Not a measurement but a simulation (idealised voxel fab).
This is a process module. Its name is voxel capacitor over wiring.
Square cells of 5 nm make up the cross-section cut, whose width is 255 nm.
Cross-section, as written here: a square-cell grid given band by band from the top down, where a band holds one or more rows of cells. Per band: top height and bottom height in nm, followed by the left-to-right materials and their widths in nm; "everywhere" marks a single material spanning edge to edge, "air" marks empty space. All heights in this document are referenced to 0, defined as the level beneath which the wafer, as received, consists entirely of one material. The lowest band is not bounded below; it extends indefinitely downward and is written in the form "0 down". The two numbers in a width such as "30->40" mark its ends across the band: the first belongs to the top row of cells, the second to the bottom row, and from each row to the next the width moves by the same amount. Key: "no alteration" - step with no changed cell in the cross-section. Voids not open to the top, 8 cells minimum: see "Completely enclosed voids". Written width x height at distance; distance is from the left edge; nm. Anything after a step's settings on that line? It's the simulator's own note about the step. overlay nm: mask right of planned place by this much (step with mask). Neg. = left. Structure of the following material. The material consists of pairs of cross-sections. Each pair comprises the cross-section before one process step and the cross-section after that step, the latter shown only down to the lowest band that changed. The step between the cross-sections is specified beneath each pair, including its settings. Pairs are not necessarily consecutive: they may derive from different runs of this module performed on the same starting wafer. Continuity with the pair above is to be assumed only where the entry headed "Status before step" of the pair in question states it.

**Status before step**
    95 to 80: air 75 nm, resist 80 nm, air 100 nm
    80 to 70: air 75 nm, resist 5 nm, TiN 70 nm, resist 5 nm, air 100 nm
    70 to 65: air 75 nm, resist 5 nm, SiN 80 nm, air 95 nm
    65 to 60: air 75 nm, TiN 85 nm, air 95 nm
    60 to 45: lowk 80 nm, Ru 15 nm, lowk 160 nm
    45 to 40: SiCN 80 nm, Ru 15 nm, SiCN 160 nm
    40 to 35: SiCN 65 nm, Ru 35 nm, SiCN 55 nm, Ru 35 nm, SiCN 65 nm
    35 to 20: lowk 70 nm, TiN 5 nm, Cu 15 nm, TiN 5 nm, lowk 65 nm, TiN 5 nm, Cu 15 nm, TiN 5 nm, lowk 70 nm
    20 to 15: SiCN 70 nm, TiN 25 nm, SiCN 65 nm, TiN 25 nm, SiCN 70 nm
    15 to 0: SiO2 everywhere
    0 down: Si everywhere
    Completely enclosed voids: none

**State After Step**
    80 to 70: air 80 nm, TiN 70 nm, air 105 nm
    70 to 65: air 80 nm, SiN 80 nm, air 95 nm
    No changes below 65.
    Completely enclosed voids: none
Between before and after above, the operation and settings are STRIP with etch materials resist

Status before step: refer to the pair immediately above; the cross-section shown after its step is the state before this one.

**State After Step**
    95 to 80: SiO2 everywhere
    80 to 70: SiO2 80 nm, TiN 70 nm, SiO2 105 nm
    70 to 65: SiO2 80 nm, SiN 80 nm, SiO2 95 nm
    65 to 60: SiO2 75 nm, TiN 85 nm, SiO2 95 nm
    No changes below 60.
    Completely enclosed voids: none
Between before and after above, the operation and settings are FILL_DEP with material SiO2, thk nm 15

Status before step: refer to the pair immediately above; the cross-section shown after its step is the state before this one.

**State After Step**
    90 to 80: SiO2 everywhere
    No changes below 80.
    Completely enclosed voids: none
Between before and after above, the operation and settings are CMP with height nm 90

Status before step: refer to the pair immediately above; the cross-section shown after its step is the state before this one.

**State After Step**
    105 to 90: resist 90 nm, air 15 nm, resist 150 nm
    No changes below 90.
    Completely enclosed voids: none
Between before and after above, the operation and settings are PATTERN with tone open, mask id PLUG_2, material resist, width nm 15, thk nm 15, overlay nm 0

Status before step: refer to the pair immediately above; the cross-section shown after its step is the state before this one.

**State After Step**
    105 to 90: resist 90 nm, air 15 nm, resist 150 nm
    90 to 80: SiO2 90 nm, air 15 nm, SiO2 150 nm
    No changes below 80.
    Completely enclosed voids: none
Between before and after above, the operation and settings are DIRECTIONAL_ETCH with etch materials SiO2, depth nm 10

Status before step: refer to the pair immediately above; the cross-section shown after its step is the state before this one.

**State After Step**
    90 to 80: SiO2 90 nm, air 15 nm, SiO2 150 nm
    No changes below 80.
    Completely enclosed voids: none
Between before and after above, the operation and settings are STRIP with etch materials resist

Status before step: refer to the pair immediately above; the cross-section shown after its step is the state before this one.

**State After Step**
    95 to 90: TiN 95 nm, air 5 nm, TiN 155 nm
    90 to 85: SiO2 90 nm, TiN 5 nm, air 5 nm, TiN 5 nm, SiO2 150 nm
    85 to 80: SiO2 90 nm, TiN 15 nm, SiO2 150 nm
    No changes below 80.
    Completely enclosed voids: none
Between before and after above, the operation and settings are CONFORMAL_DEP with material TiN, thk nm 5

Status before step: refer to the pair immediately above; the cross-section shown after its step is the state before this one.

**State After Step**
    100 to 95: W everywhere
    95 to 90: TiN 95 nm, W 5 nm, TiN 155 nm
    90 to 85: SiO2 90 nm, TiN 5 nm, W 5 nm, TiN 5 nm, SiO2 150 nm
    No changes below 85.
    Completely enclosed voids: none
Between before and after above, the operation and settings are FILL_DEP with material W, thk nm 5

Status before step: refer to the pair immediately above; the cross-section shown after its step is the state before this one.

**State After Step**
    90 to 85: SiO2 90 nm, TiN 5 nm, W 5 nm, TiN 5 nm, SiO2 150 nm
    No changes below 85.
    Completely enclosed voids: none
Between before and after above, the operation and settings are CMP with height nm 90

Status before step: refer to the pair immediately above; the cross-section shown after its step is the state before this one.

**State After Step**
    95 to 90: SiN everywhere
    No changes below 90.
    Completely enclosed voids: none
Between before and after above, the operation and settings are CONFORMAL_DEP with material SiN, thk nm 5

**Status before step**
    90 to 80: SiO2 90 nm, air 15 nm, SiO2 150 nm
    80 to 70: SiO2 80 nm, TiN 70 nm, SiO2 105 nm
    70 to 65: SiO2 80 nm, SiN 70 nm, SiO2 105 nm
    65 to 60: SiO2 75 nm, TiN 80 nm, SiO2 100 nm
    60 to 45: lowk 80 nm, Ru 15 nm, lowk 160 nm
    45 to 40: SiCN 80 nm, Ru 15 nm, SiCN 160 nm
    40 to 35: SiCN 65 nm, Ru 35 nm, SiCN 55 nm, Ru 35 nm, SiCN 65 nm
    35 to 20: lowk 70 nm, TiN 5 nm, Cu 15 nm, TiN 5 nm, lowk 65 nm, TiN 5 nm, Cu 15 nm, TiN 5 nm, lowk 70 nm
    20 to 15: SiCN 70 nm, TiN 25 nm, SiCN 65 nm, TiN 25 nm, SiCN 70 nm
    15 to 0: SiO2 everywhere
    0 down: Si everywhere
    Completely enclosed voids: none

**State After Step**
    95 to 90: lowk 95 nm, air 5 nm, lowk 155 nm
    90 to 85: SiO2 90 nm, lowk 5 nm, air 5 nm, lowk 5 nm, SiO2 150 nm
    85 to 80: SiO2 90 nm, lowk 15 nm, SiO2 150 nm
    No changes below 80.
    Completely enclosed voids: none
Between before and after above, the operation and settings are CONFORMAL_DEP with material lowk, thk nm 5

Status before step: refer to the pair immediately above; the cross-section shown after its step is the state before this one.

**State After Step**
    100 to 95: W everywhere
    95 to 90: lowk 95 nm, W 5 nm, lowk 155 nm
    90 to 85: SiO2 90 nm, lowk 5 nm, W 5 nm, lowk 5 nm, SiO2 150 nm
    No changes below 85.
    Completely enclosed voids: none
Between before and after above, the operation and settings are FILL_DEP with material W, thk nm 5

Status before step: refer to the pair immediately above; the cross-section shown after its step is the state before this one.

**State After Step**
    90 to 85: SiO2 90 nm, lowk 5 nm, W 5 nm, lowk 5 nm, SiO2 150 nm
    No changes below 85.
    Completely enclosed voids: none
Between before and after above, the operation and settings are CMP with height nm 90

Status before step: refer to the pair immediately above; the cross-section shown after its step is the state before this one.

**State After Step**
    95 to 90: SiN everywhere
    No changes below 90.
    Completely enclosed voids: none
Between before and after above, the operation and settings are CONFORMAL_DEP with material SiN, thk nm 5

**Status before step**
    70 to 60: aC everywhere
    60 to 45: lowk everywhere
    45 to 40: SiCN everywhere
    40 to 35: SiCN 65 nm, Ru 35 nm, SiCN 55 nm, Ru 35 nm, SiCN 65 nm
    35 to 20: lowk 70 nm, TiN 5 nm, Cu 15 nm, TiN 5 nm, lowk 65 nm, TiN 5 nm, Cu 15 nm, TiN 5 nm, lowk 70 nm
    20 to 15: SiCN 70 nm, TiN 25 nm, SiCN 65 nm, TiN 25 nm, SiCN 70 nm
    15 to 0: SiO2 everywhere
    0 down: Si everywhere
    Completely enclosed voids: none

**State After Step**
    95 to 70: air 80 nm, resist 15 nm, air 160 nm
    No changes below 70.
    Completely enclosed voids: none
Between before and after above, the operation and settings are PATTERN with tone cover, mask id PLUG_1, material resist, width nm 15, thk nm 25, overlay nm 0

Status before step: refer to the pair immediately above; the cross-section shown after its step is the state before this one.

**State After Step**
    85 to 70: air 80 nm, resist 15 nm, air 160 nm
    70 to 60: air 80 nm, aC 15 nm, air 160 nm
    No changes below 60.
    Completely enclosed voids: none
Between before and after above, the operation and settings are DIRECTIONAL_ETCH with etch materials aC, depth nm 10

Status before step: refer to the pair immediately above; the cross-section shown after its step is the state before this one.

**State After Step**
    70 to 60: air 80 nm, aC 15 nm, air 160 nm
    No changes below 60.
    Completely enclosed voids: none
Between before and after above, the operation and settings are STRIP with etch materials resist

Status before step: refer to the pair immediately above; the cross-section shown after its step is the state before this one.

**State After Step**
    70 to 60: air 80 nm, aC 15 nm, air 160 nm
    60 to 45: air 80 nm, lowk 15 nm, air 160 nm
    No changes below 45.
    Completely enclosed voids: none
Between before and after above, the operation and settings are DIRECTIONAL_ETCH with etch materials lowk, depth nm 15

Status before step: refer to the pair immediately above; the cross-section shown after its step is the state before this one.

**State After Step**
    70 to 60: air 80 nm, aC 15 nm, air 160 nm
    60 to 45: air 80 nm, lowk 15 nm, air 160 nm
    45 to 40: air 80 nm, SiCN 15 nm, air 160 nm
    No changes below 40.
    Completely enclosed voids: none
Between before and after above, the operation and settings are DIRECTIONAL_ETCH with etch materials SiCN, depth nm 5

Status before step: refer to the pair immediately above; the cross-section shown after its step is the state before this one.

**State After Step**
    60 to 45: air 80 nm, lowk 15 nm, air 160 nm
    No changes below 45.
    Completely enclosed voids: none
Between before and after above, the operation and settings are STRIP with etch materials aC

Status before step: refer to the pair immediately above; the cross-section shown after its step is the state before this one.

**State After Step**
    60 to 50: air 80 nm, lowk 15 nm, air 160 nm
    50 to 45: air 55 nm, Ru 25 nm, lowk 15 nm, Ru 15 nm, air 35 nm, Ru 55 nm, air 55 nm
    45 to 40: air 55 nm, Ru 25 nm, SiCN 15 nm, Ru 15 nm, air 35 nm, Ru 55 nm, air 55 nm
    No changes below 40.
    Completely enclosed voids: none
Between before and after above, the operation and settings are EPI with material Ru, thk nm 10

Status before step: refer to the pair immediately above; the cross-section shown after its step is the state before this one.

**State After Step**
    60 to 45: air 45 nm, Ru 35 nm, lowk 15 nm, Ru 25 nm, air 15 nm, Ru 75 nm, air 45 nm
    45 to 40: air 45 nm, Ru 35 nm, SiCN 15 nm, Ru 25 nm, air 15 nm, Ru 75 nm, air 45 nm
    No changes below 40.
    Completely enclosed voids: none
Between before and after above, the operation and settings are EPI with material Ru, thk nm 10

Status before step: refer to the pair immediately above; the cross-section shown after its step is the state before this one.

**State After Step**
    65 to 60: air 45 nm, TiN 75 nm, air 15 nm, TiN 75 nm, air 45 nm
    60 to 45: air 45 nm, Ru 35 nm, lowk 15 nm, Ru 25 nm, air 15 nm, Ru 75 nm, air 45 nm
    45 to 40: TiN 45 nm, Ru 35 nm, SiCN 15 nm, Ru 25 nm, TiN 15 nm, Ru 75 nm, TiN 45 nm
    No changes below 40.
    Completely enclosed voids: none
Between before and after above, the operation and settings are DIRECTIONAL_DEP with material TiN, thk nm 5

Status before step: refer to the pair immediately above; the cross-section shown after its step is the state before this one.

**State After Step**
    70 to 65: air 45 nm, SiN 75 nm, air 15 nm, SiN 75 nm, air 45 nm
    65 to 60: air 45 nm, TiN 75 nm, air 15 nm, TiN 75 nm, air 45 nm
    60 to 50: air 45 nm, Ru 35 nm, lowk 15 nm, Ru 25 nm, air 15 nm, Ru 75 nm, air 45 nm
    50 to 45: SiN 45 nm, Ru 35 nm, lowk 15 nm, Ru 25 nm, SiN 15 nm, Ru 75 nm, SiN 45 nm
    No changes below 45.
    Completely enclosed voids: none
Between before and after above, the operation and settings are DIRECTIONAL_DEP with material SiN, thk nm 5

Status before step: refer to the pair immediately above; the cross-section shown after its step is the state before this one.

**State After Step**
    80 to 70: air 45 nm, TiN 75 nm, air 15 nm, TiN 75 nm, air 45 nm
    70 to 65: air 45 nm, SiN 75 nm, air 15 nm, SiN 75 nm, air 45 nm
    65 to 60: air 45 nm, TiN 75 nm, air 15 nm, TiN 75 nm, air 45 nm
    60 to 50: TiN 45 nm, Ru 35 nm, lowk 15 nm, Ru 25 nm, TiN 15 nm, Ru 75 nm, TiN 45 nm
    No changes below 50.
    Completely enclosed voids: none
Between before and after above, the operation and settings are DIRECTIONAL_DEP with material TiN, thk nm 10

Status before step: refer to the pair immediately above; the cross-section shown after its step is the state before this one.

**State After Step**
    80 to 70: air 80 nm, TiN 40 nm, air 15 nm, TiN 15 nm, air 105 nm
    70 to 65: air 45 nm, SiN 75 nm, air 15 nm, SiN 75 nm, air 45 nm
    65 to 60: air 45 nm, TiN 75 nm, air 15 nm, TiN 75 nm, air 45 nm
    60 to 50: air 45 nm, Ru 35 nm, lowk 15 nm, Ru 25 nm, TiN 15 nm, Ru 75 nm, air 45 nm
    No changes below 50.
    Completely enclosed voids: none
Between before and after above, the operation and settings are MASKED_ETCH with tone cover, mask id UPPER_PLATE, width nm 70, etch materials TiN, depth nm 10, overlay nm 0

Status before step: refer to the pair immediately above; the cross-section shown after its step is the state before this one.

**State After Step**
    80 to 70: air 80 nm, TiN 40 nm, air 15 nm, TiN 15 nm, air 105 nm
    70 to 65: air 80 nm, SiN 40 nm, air 15 nm, SiN 15 nm, air 105 nm
    65 to 60: air 45 nm, TiN 75 nm, air 15 nm, TiN 75 nm, air 45 nm
    60 to 50: air 45 nm, Ru 35 nm, lowk 15 nm, Ru 25 nm, TiN 15 nm, Ru 75 nm, air 45 nm
    50 to 45: air 45 nm, Ru 35 nm, lowk 15 nm, Ru 25 nm, SiN 15 nm, Ru 75 nm, air 45 nm
    No changes below 45.
    Completely enclosed voids: none
Between before and after above, the operation and settings are MASKED_ETCH with tone cover, mask id UPPER_PLATE, width nm 70, etch materials SiN, depth nm 5, overlay nm 0

Status before step: refer to the pair immediately above; the cross-section shown after its step is the state before this one.

**State After Step**
    95 to 80: air 75 nm, resist 80 nm, air 100 nm
    80 to 70: air 75 nm, resist 5 nm, TiN 40 nm, resist 15 nm, TiN 15 nm, resist 5 nm, air 100 nm
    70 to 65: air 75 nm, resist 5 nm, SiN 40 nm, resist 15 nm, SiN 15 nm, resist 5 nm, air 100 nm
    65 to 60: air 45 nm, TiN 75 nm, resist 15 nm, TiN 75 nm, air 45 nm
    No changes below 60.
    Completely enclosed voids: none
Between before and after above, the operation and settings are PATTERN with tone cover, mask id LOWER_PLATE, material resist, width nm 80, thk nm 15, overlay nm 0

Status before step: refer to the pair immediately above; the cross-section shown after its step is the state before this one.

**State After Step**
    95 to 80: air 75 nm, resist 80 nm, air 100 nm
    80 to 70: air 75 nm, resist 5 nm, TiN 40 nm, resist 15 nm, TiN 15 nm, resist 5 nm, air 100 nm
    70 to 65: air 75 nm, resist 5 nm, SiN 40 nm, resist 15 nm, SiN 15 nm, resist 5 nm, air 100 nm
    65 to 60: air 75 nm, TiN 45 nm, resist 15 nm, TiN 20 nm, air 100 nm
    60 to 50: air 45 nm, Ru 35 nm, lowk 15 nm, Ru 25 nm, TiN 15 nm, Ru 75 nm, air 45 nm
    50 to 45: air 45 nm, Ru 35 nm, lowk 15 nm, Ru 25 nm, SiN 15 nm, Ru 75 nm, air 45 nm
    45 to 40: air 45 nm, Ru 35 nm, SiCN 15 nm, Ru 25 nm, TiN 15 nm, Ru 75 nm, air 45 nm
    No changes below 40.
    Completely enclosed voids: none
Between before and after above, the operation and settings are DIRECTIONAL_ETCH with etch materials TiN, depth nm 5

Status before step: refer to the pair immediately above; the cross-section shown after its step is the state before this one.

**State After Step**
    80 to 70: air 80 nm, TiN 40 nm, air 15 nm, TiN 15 nm, air 105 nm
    70 to 65: air 80 nm, SiN 40 nm, air 15 nm, SiN 15 nm, air 105 nm
    65 to 60: air 75 nm, TiN 45 nm, air 15 nm, TiN 20 nm, air 100 nm
    No changes below 60.
    Completely enclosed voids: none
Between before and after above, the operation and settings are STRIP with etch materials resist

Status before step: refer to the pair immediately above; the cross-section shown after its step is the state before this one.

**State After Step**
    95 to 80: SiO2 everywhere
    80 to 70: SiO2 80 nm, TiN 40 nm, SiO2 15 nm, TiN 15 nm, SiO2 105 nm
    70 to 65: SiO2 80 nm, SiN 40 nm, SiO2 15 nm, SiN 15 nm, SiO2 105 nm
    65 to 60: SiO2 75 nm, TiN 45 nm, SiO2 15 nm, TiN 20 nm, SiO2 100 nm
    60 to 50: SiO2 45 nm, Ru 35 nm, lowk 15 nm, Ru 25 nm, TiN 15 nm, Ru 75 nm, SiO2 45 nm
    50 to 45: SiO2 45 nm, Ru 35 nm, lowk 15 nm, Ru 25 nm, SiN 15 nm, Ru 75 nm, SiO2 45 nm
    45 to 40: SiO2 45 nm, Ru 35 nm, SiCN 15 nm, Ru 25 nm, TiN 15 nm, Ru 75 nm, SiO2 45 nm
    No changes below 40.
    Completely enclosed voids: none
Between before and after above, the operation and settings are FILL_DEP with material SiO2, thk nm 15

Status before step: refer to the pair immediately above; the cross-section shown after its step is the state before this one.

**State After Step**
    90 to 80: SiO2 everywhere
    No changes below 80.
    Completely enclosed voids: none
Between before and after above, the operation and settings are CMP with height nm 90

Status before step: refer to the pair immediately above; the cross-section shown after its step is the state before this one.

**State After Step**
    105 to 90: resist 90 nm, air 15 nm, resist 150 nm
    No changes below 90.
    Completely enclosed voids: none
Between before and after above, the operation and settings are PATTERN with tone open, mask id PLUG_2, material resist, width nm 15, thk nm 15, overlay nm 0

Status before step: refer to the pair immediately above; the cross-section shown after its step is the state before this one.

**State After Step**
    105 to 90: resist 90 nm, air 15 nm, resist 150 nm
    90 to 80: SiO2 90 nm, air 15 nm, SiO2 150 nm
    No changes below 80.
    Completely enclosed voids: none
Between before and after above, the operation and settings are DIRECTIONAL_ETCH with etch materials SiO2, depth nm 10

Status before step: refer to the pair immediately above; the cross-section shown after its step is the state before this one.

**State After Step**
    90 to 80: SiO2 90 nm, air 15 nm, SiO2 150 nm
    No changes below 80.
    Completely enclosed voids: none
Between before and after above, the operation and settings are STRIP with etch materials resist

Status before step: refer to the pair immediately above; the cross-section shown after its step is the state before this one.

**State After Step**
    95 to 90: TiN 95 nm, air 5 nm, TiN 155 nm
    90 to 85: SiO2 90 nm, TiN 5 nm, air 5 nm, TiN 5 nm, SiO2 150 nm
    85 to 80: SiO2 90 nm, TiN 15 nm, SiO2 150 nm
    No changes below 80.
    Completely enclosed voids: none
Between before and after above, the operation and settings are CONFORMAL_DEP with material TiN, thk nm 5

Status before step: refer to the pair immediately above; the cross-section shown after its step is the state before this one.

**State After Step**
    100 to 95: W everywhere
    95 to 90: TiN 95 nm, W 5 nm, TiN 155 nm
    90 to 85: SiO2 90 nm, TiN 5 nm, W 5 nm, TiN 5 nm, SiO2 150 nm
    No changes below 85.
    Completely enclosed voids: none
Between before and after above, the operation and settings are FILL_DEP with material W, thk nm 5

Status before step: refer to the pair immediately above; the cross-section shown after its step is the state before this one.

**State After Step**
    90 to 85: SiO2 90 nm, TiN 5 nm, W 5 nm, TiN 5 nm, SiO2 150 nm
    No changes below 85.
    Completely enclosed voids: none
Between before and after above, the operation and settings are CMP with height nm 90

Status before step: refer to the pair immediately above; the cross-section shown after its step is the state before this one.

**State After Step**
    95 to 90: SiN everywhere
    No changes below 90.
    Completely enclosed voids: none
Between before and after above, the operation and settings are CONFORMAL_DEP with material SiN, thk nm 5
